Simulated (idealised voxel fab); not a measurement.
process module | voxel transistor to metal
It is cross-section cut that appears here, measuring 160 nm in width, its square cells being 5 nm in size.
In what follows, cross-sections appear as grids of square cells, described through bands that run from the top down, where every band is one or more rows of cells. Quick guide to a band line: top height, bottom height (nm) up front; then every material left to right with its width in nm. Only one material and it's marked "throughout"? Then it fills the band edge to edge. And "blank" just means empty space. Basically, 0 is our baseline, since under it the wafer straight out of the box is all one material. The bottom band has no lower end and keeps on going down, so it looks like "0 and below". The two numbers in a width such as "30 to 40" mark its ends across the band: the first belongs to the top row of cells, the second to the bottom row, and from each row to the next the width moves by the same amount. The designation "left unchanged", where it is given for a processing step, indicates that no cell of the cross-section was altered in the course of that step. Basically, "Sealed void inventory" tells you about the enclosed voids: empty spaces with no open way to the top, 8 cells or bigger, each written width x height at distance, where distance is from the left edge, all in nm. Post-settings text on a step line: simulator's own remark regarding the step. overlay nm: for a step with a mask, the amount by which the mask lay right of where it was planned; a negative amount means left of it.

## Process steps - plan
1 RECEIVE | material Si
2 OXIDIZE | depth nm 5
3 CONFORMAL_DEP | material SiN | thk nm 10
4 DIRECTIONAL_DEP | material aC | thk nm 15
5 PATTERN | tone cover | mask id ACTIVE | material resist | width nm 115 | thk nm 35 | overlay nm 0
6 DIRECTIONAL_ETCH | etch materials aC | depth nm 15
7 STRIP | etch materials resist
8 DIRECTIONAL_ETCH | etch materials SiN | depth nm 10
9 DIRECTIONAL_ETCH | etch materials SiO2 | depth nm 5
10 DIRECTIONAL_ETCH | etch materials Si | depth nm 30
11 STRIP | etch materials aC
12 OXIDIZE | depth nm 5
13 FILL_DEP | material SiO2 | thk nm 10
14 CMP | height nm 10
15 SELECTIVE_ETCH | etch materials SiO2 | depth nm 5
16 STRIP | etch materials SiN
17 SELECTIVE_ETCH | etch materials SiO2 | depth nm 5
18 OXIDIZE | depth nm 5
19 DIRECTIONAL_DEP | material polySi | thk nm 20
20 DIRECTIONAL_DEP | material SiCN | thk nm 10
21 DIRECTIONAL_DEP | material aC | thk nm 15
22 PATTERN | tone cover | mask id GATE | material resist | width nm 15 | thk nm 30 | overlay nm 0
23 DIRECTIONAL_ETCH | etch materials aC | depth nm 15
24 STRIP | etch materials resist
25 DIRECTIONAL_ETCH | etch materials SiCN | depth nm 20
26 DIRECTIONAL_ETCH | etch materials polySi | depth nm 30
27 STRIP | etch materials aC
28 CONFORMAL_DEP | material SiN | thk nm 10
29 DIRECTIONAL_ETCH | etch materials SiN | depth nm 10
30 DIRECTIONAL_ETCH | etch materials SiO2 | depth nm 5
31 DIRECTIONAL_ETCH | etch materials Si | depth nm 5
32 EPI | material nSi | thk nm 10
33 FILL_DEP | material SiO2 | thk nm 5
34 CMP | height nm 25
35 DIRECTIONAL_DEP | material SiO2 | thk nm 15
36 PATTERN | tone open | mask id CONTACT | material resist | width nm 35 | pitch nm 60 | thk nm 20 | overlay nm 0
37 DIRECTIONAL_ETCH | etch materials SiO2 | depth nm 45
38 STRIP | etch materials resist
39 CONFORMAL_DEP | material TiN | thk nm 5
40 FILL_DEP | material W | thk nm 5
41 CMP | height nm 40
42 CONFORMAL_DEP | material SiCN | thk nm 5
43 DIRECTIONAL_DEP | material lowk | thk nm 15
44 MASKED_ETCH | tone open | mask id METAL_1 | width nm 20 | pitch nm 75 | etch materials lowk | depth nm 15 | overlay nm 0
45 MASKED_ETCH | tone open | mask id METAL_1 | width nm 20 | pitch nm 75 | etch materials SiCN | depth nm 5 | overlay nm 0
46 CONFORMAL_DEP | material TiN | thk nm 5
47 FILL_DEP | material Cu | thk nm 5
48 CMP | height nm 60
49 EPI | material Ru | thk nm 5
50 FILL_DEP | material SiCN | thk nm 5

## First wafer, two in total, run as planned

## Step 1 complete: cross-section of the wafer as received
* 0 and below | Si throughout
* Sealed void inventory: none

## The wafer, seen in cross-section, after step 2
* 0 down to -5 | SiO2 throughout
* No changes below -5.

## The wafer, seen in cross-section, after step 3
* 10 down to 0 | SiN throughout
* No changes below 0.

## The wafer, seen in cross-section, after step 4
* 25 down to 10 | aC throughout
* No changes below 10.

## The wafer, seen in cross-section, after step 5
* 60 down to 25 | blank (20); resist (115); blank (25)
* No changes below 25.

## The wafer, seen in cross-section, after step 6
* 45 down to 25 | blank (20); resist (115); blank (25)
* 25 down to 10 | blank (20); aC (115); blank (25)
* No changes below 10.

## The wafer, seen in cross-section, after step 7
* 25 down to 10 | blank (20); aC (115); blank (25)
* No changes below 10.

## The wafer, seen in cross-section, after step 8
* 25 down to 10 | blank (20); aC (115); blank (25)
* 10 down to 0 | blank (20); SiN (115); blank (25)
* No changes below 0.

## The wafer, seen in cross-section, after step 9
* 25 down to 10 | blank (20); aC (115); blank (25)
* 10 down to 0 | blank (20); SiN (115); blank (25)
* 0 down to -5 | blank (20); SiO2 (115); blank (25)
* No changes below -5.

## The wafer, seen in cross-section, after step 10
* 25 down to 10 | blank (20); aC (115); blank (25)
* 10 down to 0 | blank (20); SiN (115); blank (25)
* 0 down to -5 | blank (20); SiO2 (115); blank (25)
* -5 down to -35 | blank (20); Si (115); blank (25)
* No changes below -35.

## The wafer, seen in cross-section, after step 11
* 10 down to 0 | blank (20); SiN (115); blank (25)
* No changes below 0.

## The wafer, seen in cross-section, after step 12
* 10 down to 0 | blank (20); SiN (115); blank (25)
* 0 down to -5 | blank (20); SiO2 (115); blank (25)
* -5 down to -35 | blank (20); SiO2 (5); Si (105); SiO2 (5); blank (25)
* -35 down to -40 | SiO2 (25); Si (105); SiO2 (30)
* No changes below -40.

## The wafer, seen in cross-section, after step 13
* 20 down to 10 | SiO2 throughout
* 10 down to 0 | SiO2 (20); SiN (115); SiO2 (25)
* 0 down to -5 | SiO2 throughout
* -5 down to -40 | SiO2 (25); Si (105); SiO2 (30)
* No changes below -40.

## The wafer, seen in cross-section, after step 14
* 10 down to 0 | SiO2 (20); SiN (115); SiO2 (25)
* No changes below 0.

## The wafer, seen in cross-section, after step 15
* 10 down to 5 | blank (20); SiN (115); blank (25)
* No changes below 5.

## The wafer, seen in cross-section, after step 16
* 5 down to 0 | SiO2 (20); blank (115); SiO2 (25)
* No changes below 0.

## The wafer, seen in cross-section, after step 17
* 0 down to -5 | SiO2 (15); blank (125); SiO2 (20)
* No changes below -5.

## The wafer, seen in cross-section, after step 18
* 0 down to -5 | SiO2 (15); blank (125); SiO2 (20)
* -5 down to -10 | SiO2 throughout
* No changes below -10.

## The wafer, seen in cross-section, after step 19
* 20 down to 15 | polySi (15); blank (125); polySi (20)
* 15 down to 0 | polySi throughout
* 0 down to -5 | SiO2 (15); polySi (125); SiO2 (20)
* No changes below -5.

## The wafer, seen in cross-section, after step 20
* 30 down to 25 | SiCN (15); blank (125); SiCN (20)
* 25 down to 20 | SiCN throughout
* 20 down to 15 | polySi (15); SiCN (125); polySi (20)
* No changes below 15.

## The wafer, seen in cross-section, after step 21
* 45 down to 40 | aC (15); blank (125); aC (20)
* 40 down to 30 | aC throughout
* 30 down to 25 | SiCN (15); aC (125); SiCN (20)
* No changes below 25.

## The wafer, seen in cross-section, after step 22
* 75 down to 45 | blank (70); resist (15); blank (75)
* 45 down to 40 | aC (15); blank (55); resist (15); blank (55); aC (20)
* No changes below 40.

## The wafer, seen in cross-section, after step 23
* 60 down to 40 | blank (70); resist (15); blank (75)
* 40 down to 30 | blank (70); aC (15); blank (75)
* 30 down to 25 | SiCN (15); blank (55); aC (15); blank (55); SiCN (20)
* No changes below 25.

## The wafer, seen in cross-section, after step 24
* 40 down to 30 | blank (70); aC (15); blank (75)
* No changes below 30.

## The wafer, seen in cross-section, after step 25
* 40 down to 25 | blank (70); aC (15); blank (75)
* 25 down to 20 | blank (70); SiCN (15); blank (75)
* 20 down to 15 | polySi (15); blank (55); SiCN (15); blank (55); polySi (20)
* No changes below 15.

## The wafer, seen in cross-section, after step 26
* 40 down to 25 | blank (70); aC (15); blank (75)
* 25 down to 15 | blank (70); SiCN (15); blank (75)
* 15 down to 0 | blank (70); polySi (15); blank (75)
* 0 down to -5 | SiO2 (15); blank (55); polySi (15); blank (55); SiO2 (20)
* No changes below -5.

## The wafer, seen in cross-section, after step 27
* 25 down to 15 | blank (70); SiCN (15); blank (75)
* No changes below 15.

## The wafer, seen in cross-section, after step 28
* 35 down to 25 | blank (60); SiN (35); blank (65)
* 25 down to 15 | blank (60); SiN (10); SiCN (15); SiN (10); blank (65)
* 15 down to 10 | blank (60); SiN (10); polySi (15); SiN (10); blank (65)
* 10 down to 5 | SiN (25); blank (35); SiN (10); polySi (15); SiN (10); blank (35); SiN (30)
* 5 down to 0 | SiN (70); polySi (15); SiN (75)
* 0 down to -5 | SiO2 (15); SiN (55); polySi (15); SiN (55); SiO2 (20)
* No changes below -5.

## The wafer, seen in cross-section, after step 29
* 25 down to 15 | blank (60); SiN (10); SiCN (15); SiN (10); blank (65)
* 15 down to 0 | blank (60); SiN (10); polySi (15); SiN (10); blank (65)
* 0 down to -5 | SiO2 (15); SiN (10); blank (35); SiN (10); polySi (15); SiN (10); blank (35); SiN (10); SiO2 (20)
* No changes below -5.

## The wafer, seen in cross-section, after step 30
* 25 down to 15 | blank (60); SiN (10); SiCN (15); SiN (10); blank (65)
* 15 down to 0 | blank (60); SiN (10); polySi (15); SiN (10); blank (65)
* 0 down to -5 | blank (15); SiN (10); blank (35); SiN (10); polySi (15); SiN (10); blank (35); SiN (10); blank (20)
* -5 down to -10 | SiO2 (25); blank (35); SiO2 (35); blank (35); SiO2 (30)
* No changes below -10.

## The wafer, seen in cross-section, after step 31
* 25 down to 15 | blank (60); SiN (10); SiCN (15); SiN (10); blank (65)
* 15 down to 0 | blank (60); SiN (10); polySi (15); SiN (10); blank (65)
* 0 down to -5 | blank (15); SiN (10); blank (35); SiN (10); polySi (15); SiN (10); blank (35); SiN (10); blank (20)
* -5 down to -10 | SiO2 (25); blank (35); SiO2 (35); blank (35); SiO2 (30)
* -10 down to -15 | SiO2 (25); blank (35); Si (35); blank (35); SiO2 (30)
* No changes below -15.

## The wafer, seen in cross-section, after step 32
* 25 down to 15 | blank (60); SiN (10); SiCN (15); SiN (10); blank (65)
* 15 down to 0 | blank (60); SiN (10); polySi (15); SiN (10); blank (65)
* 0 down to -5 | blank (15); SiN (10); blank (25); nSi (10); SiN (10); polySi (15); SiN (10); nSi (10); blank (25); SiN (10); blank (20)
* -5 down to -10 | SiO2 (25); nSi (35); SiO2 (35); nSi (35); SiO2 (30)
* -10 down to -15 | SiO2 (25); nSi (35); Si (35); nSi (35); SiO2 (30)
* No changes below -15.

## The wafer, seen in cross-section, after step 33
* 30 down to 25 | SiO2 throughout
* 25 down to 15 | SiO2 (60); SiN (10); SiCN (15); SiN (10); SiO2 (65)
* 15 down to 0 | SiO2 (60); SiN (10); polySi (15); SiN (10); SiO2 (65)
* 0 down to -5 | SiO2 (15); SiN (10); SiO2 (25); nSi (10); SiN (10); polySi (15); SiN (10); nSi (10); SiO2 (25); SiN (10); SiO2 (20)
* No changes below -5.

## The wafer, seen in cross-section, after step 34
* 25 down to 15 | SiO2 (60); SiN (10); SiCN (15); SiN (10); SiO2 (65)
* No changes below 15.

## The wafer, seen in cross-section, after step 35
* 40 down to 25 | SiO2 throughout
* No changes below 25.

## The wafer, seen in cross-section, after step 36
* 60 down to 40 | resist (30); blank (35); resist (25); blank (35); resist (35)
* No changes below 40.

## The wafer, seen in cross-section, after step 37
* 60 down to 40 | resist (30); blank (35); resist (25); blank (35); resist (35)
* 40 down to 25 | SiO2 (30); blank (35); SiO2 (25); blank (35); SiO2 (35)
* 25 down to 15 | SiO2 (30); blank (30); SiN (10); SiCN (15); SiN (10); blank (30); SiO2 (35)
* 15 down to 0 | SiO2 (30); blank (30); SiN (10); polySi (15); SiN (10); blank (30); SiO2 (35)
* 0 down to -5 | SiO2 (15); SiN (10); SiO2 (5); blank (20); nSi (10); SiN (10); polySi (15); SiN (10); nSi (10); blank (20); SiO2 (5); SiN (10); SiO2 (20)
* No changes below -5.

## The wafer, seen in cross-section, after step 38
* 40 down to 25 | SiO2 (30); blank (35); SiO2 (25); blank (35); SiO2 (35)
* No changes below 25.

## The wafer, seen in cross-section, after step 39
* 45 down to 40 | TiN (35); blank (25); TiN (35); blank (25); TiN (40)
* 40 down to 30 | SiO2 (30); TiN (5); blank (25); TiN (5); SiO2 (25); TiN (5); blank (25); TiN (5); SiO2 (35)
* 30 down to 25 | SiO2 (30); TiN (5); blank (20); TiN (10); SiO2 (25); TiN (10); blank (20); TiN (5); SiO2 (35)
* 25 down to 15 | SiO2 (30); TiN (5); blank (20); TiN (5); SiN (10); SiCN (15); SiN (10); TiN (5); blank (20); TiN (5); SiO2 (35)
* 15 down to 5 | SiO2 (30); TiN (5); blank (20); TiN (5); SiN (10); polySi (15); SiN (10); TiN (5); blank (20); TiN (5); SiO2 (35)
* 5 down to 0 | SiO2 (30); TiN (5); blank (10); TiN (15); SiN (10); polySi (15); SiN (10); TiN (15); blank (10); TiN (5); SiO2 (35)
* 0 down to -5 | SiO2 (15); SiN (10); SiO2 (5); TiN (20); nSi (10); SiN (10); polySi (15); SiN (10); nSi (10); TiN (20); SiO2 (5); SiN (10); SiO2 (20)
* No changes below -5.

## The wafer, seen in cross-section, after step 40
* 50 down to 45 | W throughout
* 45 down to 40 | TiN (35); W (25); TiN (35); W (25); TiN (40)
* 40 down to 30 | SiO2 (30); TiN (5); W (25); TiN (5); SiO2 (25); TiN (5); W (25); TiN (5); SiO2 (35)
* 30 down to 25 | SiO2 (30); TiN (5); W (20); TiN (10); SiO2 (25); TiN (10); W (20); TiN (5); SiO2 (35)
* 25 down to 15 | SiO2 (30); TiN (5); W (20); TiN (5); SiN (10); SiCN (15); SiN (10); TiN (5); W (20); TiN (5); SiO2 (35)
* 15 down to 5 | SiO2 (30); TiN (5); W (20); TiN (5); SiN (10); polySi (15); SiN (10); TiN (5); W (20); TiN (5); SiO2 (35)
* 5 down to 0 | SiO2 (30); TiN (5); W (10); TiN (15); SiN (10); polySi (15); SiN (10); TiN (15); W (10); TiN (5); SiO2 (35)
* No changes below 0.

## The wafer, seen in cross-section, after step 41
* 40 down to 30 | SiO2 (30); TiN (5); W (25); TiN (5); SiO2 (25); TiN (5); W (25); TiN (5); SiO2 (35)
* No changes below 30.

## The wafer, seen in cross-section, after step 42
* 45 down to 40 | SiCN throughout
* No changes below 40.

## The wafer, seen in cross-section, after step 43
* 60 down to 45 | lowk throughout
* No changes below 45.

## The wafer, seen in cross-section, after step 44
* 60 down to 45 | lowk (30); blank (20); lowk (55); blank (20); lowk (35)
* No changes below 45.

## The wafer, seen in cross-section, after step 45
* 60 down to 45 | lowk (30); blank (20); lowk (55); blank (20); lowk (35)
* 45 down to 40 | SiCN (30); blank (20); SiCN (55); blank (20); SiCN (35)
* No changes below 40.

## The wafer, seen in cross-section, after step 46
* 65 down to 60 | TiN (35); blank (10); TiN (65); blank (10); TiN (40)
* 60 down to 45 | lowk (30); TiN (5); blank (10); TiN (5); lowk (55); TiN (5); blank (10); TiN (5); lowk (35)
* 45 down to 40 | SiCN (30); TiN (20); SiCN (55); TiN (20); SiCN (35)
* No changes below 40.

## The wafer, seen in cross-section, after step 47
* 70 down to 65 | Cu throughout
* 65 down to 60 | TiN (35); Cu (10); TiN (65); Cu (10); TiN (40)
* 60 down to 45 | lowk (30); TiN (5); Cu (10); TiN (5); lowk (55); TiN (5); Cu (10); TiN (5); lowk (35)
* No changes below 45.

## The wafer, seen in cross-section, after step 48
* 60 down to 45 | lowk (30); TiN (5); Cu (10); TiN (5); lowk (55); TiN (5); Cu (10); TiN (5); lowk (35)
* No changes below 45.

## The wafer, seen in cross-section, after step 49
* 65 down to 60 | blank (25); Ru (30); blank (45); Ru (30); blank (30)
* No changes below 60.

## The wafer, seen in cross-section, after step 50
* 70 down to 65 | SiCN throughout
* 65 down to 60 | SiCN (25); Ru (30); SiCN (45); Ru (30); SiCN (30)
* No changes below 60.

## The remaining wafer, second of the two, started like the first and was run to the same plan, except that one mistake was made along the way; the two coincide through step 17, inclusive

## Look at the second wafer in cross-section at the time step 18 ought to have finished
* 0 down to -5 | SiO2 (15); blank (125); SiO2 (20)
* -5 down to -20 | SiO2 throughout
* No changes below -20.

## Look at the second wafer in cross-section at the time step 19 ought to have finished
* 20 down to 15 | polySi (15); blank (125); polySi (20)
* 15 down to 0 | polySi throughout
* 0 down to -5 | SiO2 (15); polySi (125); SiO2 (20)
* No changes below -5.

## Look at the second wafer in cross-section at the time step 20 ought to have finished
* 30 down to 25 | SiCN (15); blank (125); SiCN (20)
* 25 down to 20 | SiCN throughout
* 20 down to 15 | polySi (15); SiCN (125); polySi (20)
* No changes below 15.

## Look at the second wafer in cross-section at the time step 21 ought to have finished
* 45 down to 40 | aC (15); blank (125); aC (20)
* 40 down to 30 | aC throughout
* 30 down to 25 | SiCN (15); aC (125); SiCN (20)
* No changes below 25.

## Look at the second wafer in cross-section at the time step 22 ought to have finished
* 75 down to 45 | blank (70); resist (15); blank (75)
* 45 down to 40 | aC (15); blank (55); resist (15); blank (55); aC (20)
* No changes below 40.

## Look at the second wafer in cross-section at the time step 23 ought to have finished
* 60 down to 40 | blank (70); resist (15); blank (75)
* 40 down to 30 | blank (70); aC (15); blank (75)
* 30 down to 25 | SiCN (15); blank (55); aC (15); blank (55); SiCN (20)
* No changes below 25.

## Look at the second wafer in cross-section at the time step 24 ought to have finished
* 40 down to 30 | blank (70); aC (15); blank (75)
* No changes below 30.

## Look at the second wafer in cross-section at the time step 25 ought to have finished
* 40 down to 25 | blank (70); aC (15); blank (75)
* 25 down to 20 | blank (70); SiCN (15); blank (75)
* 20 down to 15 | polySi (15); blank (55); SiCN (15); blank (55); polySi (20)
* No changes below 15.

## Look at the second wafer in cross-section at the time step 26 ought to have finished
* 40 down to 25 | blank (70); aC (15); blank (75)
* 25 down to 15 | blank (70); SiCN (15); blank (75)
* 15 down to 0 | blank (70); polySi (15); blank (75)
* 0 down to -5 | SiO2 (15); blank (55); polySi (15); blank (55); SiO2 (20)
* No changes below -5.

## Look at the second wafer in cross-section at the time step 27 ought to have finished
* 25 down to 15 | blank (70); SiCN (15); blank (75)
* No changes below 15.

## Look at the second wafer in cross-section at the time step 28 ought to have finished
* 35 down to 25 | blank (60); SiN (35); blank (65)
* 25 down to 15 | blank (60); SiN (10); SiCN (15); SiN (10); blank (65)
* 15 down to 10 | blank (60); SiN (10); polySi (15); SiN (10); blank (65)
* 10 down to 5 | SiN (25); blank (35); SiN (10); polySi (15); SiN (10); blank (35); SiN (30)
* 5 down to 0 | SiN (70); polySi (15); SiN (75)
* 0 down to -5 | SiO2 (15); SiN (55); polySi (15); SiN (55); SiO2 (20)
* No changes below -5.

## Look at the second wafer in cross-section at the time step 29 ought to have finished
* 25 down to 15 | blank (60); SiN (10); SiCN (15); SiN (10); blank (65)
* 15 down to 0 | blank (60); SiN (10); polySi (15); SiN (10); blank (65)
* 0 down to -5 | SiO2 (15); SiN (10); blank (35); SiN (10); polySi (15); SiN (10); blank (35); SiN (10); SiO2 (20)
* No changes below -5.

## Look at the second wafer in cross-section at the time step 30 ought to have finished
* 25 down to 15 | blank (60); SiN (10); SiCN (15); SiN (10); blank (65)
* 15 down to 0 | blank (60); SiN (10); polySi (15); SiN (10); blank (65)
* 0 down to -5 | blank (15); SiN (10); blank (35); SiN (10); polySi (15); SiN (10); blank (35); SiN (10); blank (20)
* -5 down to -10 | SiO2 (25); blank (35); SiO2 (35); blank (35); SiO2 (30)
* No changes below -10.

Look at the second wafer in cross-section at the time step 31 ought to have finished: left unchanged

Look at the second wafer in cross-section at the time step 32 ought to have finished: left unchanged

## Look at the second wafer in cross-section at the time step 33 ought to have finished
* 30 down to 25 | SiO2 throughout
* 25 down to 15 | SiO2 (60); SiN (10); SiCN (15); SiN (10); SiO2 (65)
* 15 down to 0 | SiO2 (60); SiN (10); polySi (15); SiN (10); SiO2 (65)
* 0 down to -5 | SiO2 (15); SiN (10); SiO2 (35); SiN (10); polySi (15); SiN (10); SiO2 (35); SiN (10); SiO2 (20)
* -5 down to -20 | SiO2 throughout
* No changes below -20.

## Look at the second wafer in cross-section at the time step 34 ought to have finished
* 25 down to 15 | SiO2 (60); SiN (10); SiCN (15); SiN (10); SiO2 (65)
* No changes below 15.

## Look at the second wafer in cross-section at the time step 35 ought to have finished
* 40 down to 25 | SiO2 throughout
* No changes below 25.

## Look at the second wafer in cross-section at the time step 36 ought to have finished
* 60 down to 40 | resist (30); blank (35); resist (25); blank (35); resist (35)
* No changes below 40.

## Look at the second wafer in cross-section at the time step 37 ought to have finished
* 60 down to 40 | resist (30); blank (35); resist (25); blank (35); resist (35)
* 40 down to 25 | SiO2 (30); blank (35); SiO2 (25); blank (35); SiO2 (35)
* 25 down to 15 | SiO2 (30); blank (30); SiN (10); SiCN (15); SiN (10); blank (30); SiO2 (35)
* 15 down to 0 | SiO2 (30); blank (30); SiN (10); polySi (15); SiN (10); blank (30); SiO2 (35)
* 0 down to -5 | SiO2 (15); SiN (10); SiO2 (5); blank (30); SiN (10); polySi (15); SiN (10); blank (30); SiO2 (5); SiN (10); SiO2 (20)
* No changes below -5.

## Look at the second wafer in cross-section at the time step 38 ought to have finished
* 40 down to 25 | SiO2 (30); blank (35); SiO2 (25); blank (35); SiO2 (35)
* No changes below 25.

## Look at the second wafer in cross-section at the time step 39 ought to have finished
* 45 down to 40 | TiN (35); blank (25); TiN (35); blank (25); TiN (40)
* 40 down to 30 | SiO2 (30); TiN (5); blank (25); TiN (5); SiO2 (25); TiN (5); blank (25); TiN (5); SiO2 (35)
* 30 down to 25 | SiO2 (30); TiN (5); blank (20); TiN (10); SiO2 (25); TiN (10); blank (20); TiN (5); SiO2 (35)
* 25 down to 15 | SiO2 (30); TiN (5); blank (20); TiN (5); SiN (10); SiCN (15); SiN (10); TiN (5); blank (20); TiN (5); SiO2 (35)
* 15 down to 0 | SiO2 (30); TiN (5); blank (20); TiN (5); SiN (10); polySi (15); SiN (10); TiN (5); blank (20); TiN (5); SiO2 (35)
* 0 down to -5 | SiO2 (15); SiN (10); SiO2 (5); TiN (30); SiN (10); polySi (15); SiN (10); TiN (30); SiO2 (5); SiN (10); SiO2 (20)
* No changes below -5.

## Look at the second wafer in cross-section at the time step 40 ought to have finished
* 50 down to 45 | W throughout
* 45 down to 40 | TiN (35); W (25); TiN (35); W (25); TiN (40)
* 40 down to 30 | SiO2 (30); TiN (5); W (25); TiN (5); SiO2 (25); TiN (5); W (25); TiN (5); SiO2 (35)
* 30 down to 25 | SiO2 (30); TiN (5); W (20); TiN (10); SiO2 (25); TiN (10); W (20); TiN (5); SiO2 (35)
* 25 down to 15 | SiO2 (30); TiN (5); W (20); TiN (5); SiN (10); SiCN (15); SiN (10); TiN (5); W (20); TiN (5); SiO2 (35)
* 15 down to 0 | SiO2 (30); TiN (5); W (20); TiN (5); SiN (10); polySi (15); SiN (10); TiN (5); W (20); TiN (5); SiO2 (35)
* No changes below 0.

## Look at the second wafer in cross-section at the time step 41 ought to have finished
* 40 down to 30 | SiO2 (30); TiN (5); W (25); TiN (5); SiO2 (25); TiN (5); W (25); TiN (5); SiO2 (35)
* No changes below 30.

## Look at the second wafer in cross-section at the time step 42 ought to have finished
* 45 down to 40 | SiCN throughout
* No changes below 40.

## Look at the second wafer in cross-section at the time step 43 ought to have finished
* 60 down to 45 | lowk throughout
* No changes below 45.

## Look at the second wafer in cross-section at the time step 44 ought to have finished
* 60 down to 45 | lowk (30); blank (20); lowk (55); blank (20); lowk (35)
* No changes below 45.

## Look at the second wafer in cross-section at the time step 45 ought to have finished
* 60 down to 45 | lowk (30); blank (20); lowk (55); blank (20); lowk (35)
* 45 down to 40 | SiCN (30); blank (20); SiCN (55); blank (20); SiCN (35)
* No changes below 40.

## Look at the second wafer in cross-section at the time step 46 ought to have finished
* 65 down to 60 | TiN (35); blank (10); TiN (65); blank (10); TiN (40)
* 60 down to 45 | lowk (30); TiN (5); blank (10); TiN (5); lowk (55); TiN (5); blank (10); TiN (5); lowk (35)
* 45 down to 40 | SiCN (30); TiN (20); SiCN (55); TiN (20); SiCN (35)
* No changes below 40.

## Look at the second wafer in cross-section at the time step 47 ought to have finished
* 70 down to 65 | Cu throughout
* 65 down to 60 | TiN (35); Cu (10); TiN (65); Cu (10); TiN (40)
* 60 down to 45 | lowk (30); TiN (5); Cu (10); TiN (5); lowk (55); TiN (5); Cu (10); TiN (5); lowk (35)
* No changes below 45.

## Look at the second wafer in cross-section at the time step 48 ought to have finished
* 60 down to 45 | lowk (30); TiN (5); Cu (10); TiN (5); lowk (55); TiN (5); Cu (10); TiN (5); lowk (35)
* No changes below 45.

## Look at the second wafer in cross-section at the time step 49 ought to have finished
* 65 down to 60 | blank (25); Ru (30); blank (45); Ru (30); blank (30)
* No changes below 60.

## Look at the second wafer in cross-section at the time step 50 ought to have finished
* 70 down to 65 | SiCN throughout
* 65 down to 60 | SiCN (25); Ru (30); SiCN (45); Ru (30); SiCN (30)
* No changes below 60.
Deviation noted in wafer processing: so step 18 ended up running with a different setting than we planned, it ran as OXIDIZE | depth nm 15
Cell-count delta at end, second wafer over first, by material: -28 Si, +56 SiO2, +4 W, -32 nSi
